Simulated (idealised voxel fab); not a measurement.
process module | voxel ribs on slabs
cross-section cut | 155 nm wide | cells 5 nm
A cross-section is a grid of square cells, given in bands from the top down. A band is one or more rows of cells.
Each band's line starts with the height of the band's top and of its bottom, in nm. Then come its materials from left to right, each with its width in nm. One material with "throughout" fills the band from edge to edge. "air" is empty space.
Height 0 is the level under which the wafer as received is all one material. The lowest band goes on downwards, as in "0 down".
A width such as "30 to 40" changes by the same amount from each row of cells to the next, from the band's top row to its bottom row.
"no change" after a step means that no cell of the cross-section changed.
closed voids: empty space of 8 cells or more with no open way to the top, each as width x height at its distance from the left edge, in nm
after a step's settings: what the simulator itself notes on the step
overlay nm, on a step with a mask: how far to the right of its planned place the mask lay; to the left if negative
plan
1 op RECEIVE | material Si
2 op DIRECTIONAL_DEP | material SiO2 | thk nm 20
3 op DIRECTIONAL_DEP | material polySi | thk nm 20
4 op PATTERN | tone cover | mask id RIB | material resist | width nm 15 | thk nm 15 | overlay nm 0
5 op DIRECTIONAL_ETCH | etch materials polySi | depth nm 5
6 op STRIP | etch materials resist
7 op MASKED_ETCH | tone cover | mask id SLAB | width nm 75 | etch materials polySi | depth nm 15 | overlay nm 0
8 op FILL_DEP | material SiO2 | thk nm 30
9 op CMP | height nm 60
10 op DIRECTIONAL_DEP | material W | thk nm 5
11 op DIRECTIONAL_DEP | material aC | thk nm 15
12 op PATTERN | tone cover | mask id HEATER | material resist | width nm 25 | thk nm 35 | overlay nm 0
13 op DIRECTIONAL_ETCH | etch materials aC | depth nm 15
14 op STRIP | etch materials resist
15 op DIRECTIONAL_ETCH | etch materials W | depth nm 5
16 op STRIP | etch materials aC
17 op CONFORMAL_DEP | material SiN | thk nm 10
as received, after step 1
  0 down: Si throughout
  closed voids: none
first wafer at the end, as planned
  75 to 70: air 55 | SiN 45 | air 55
  70 to 65: SiN throughout
  65 to 60: SiN 65 | W 25 | SiN 65
  60 to 40: SiO2 throughout
  40 to 35: SiO2 70 | polySi 15 | SiO2 70
  35 to 20: SiO2 40 | polySi 75 | SiO2 40
  20 to 0: SiO2 throughout
  0 down: Si throughout
  closed voids: none
second wafer at the end: like start, like plan, one mistake
  75 to 70: air 55 | SiN 45 | air 55
  70 to 65: SiN throughout
  65 to 60: SiN 65 | W 25 | SiN 65
  60 to 35: SiO2 throughout
  35 to 25: polySi 40 | SiO2 75 | polySi 40
  25 to 20: polySi 40 | SiO2 30 | polySi 15 | SiO2 30 | polySi 40
  20 to 0: SiO2 throughout
  0 down: Si throughout
  closed voids: none
what went wrong: step 7 ran as: op MASKED_ETCH | tone open | mask id SLAB | width nm 75 | etch materials polySi | depth nm 15 | overlay nm 0
at the end the second wafer has, in cells: 3 fewer of SiO2 | 3 more of polySi
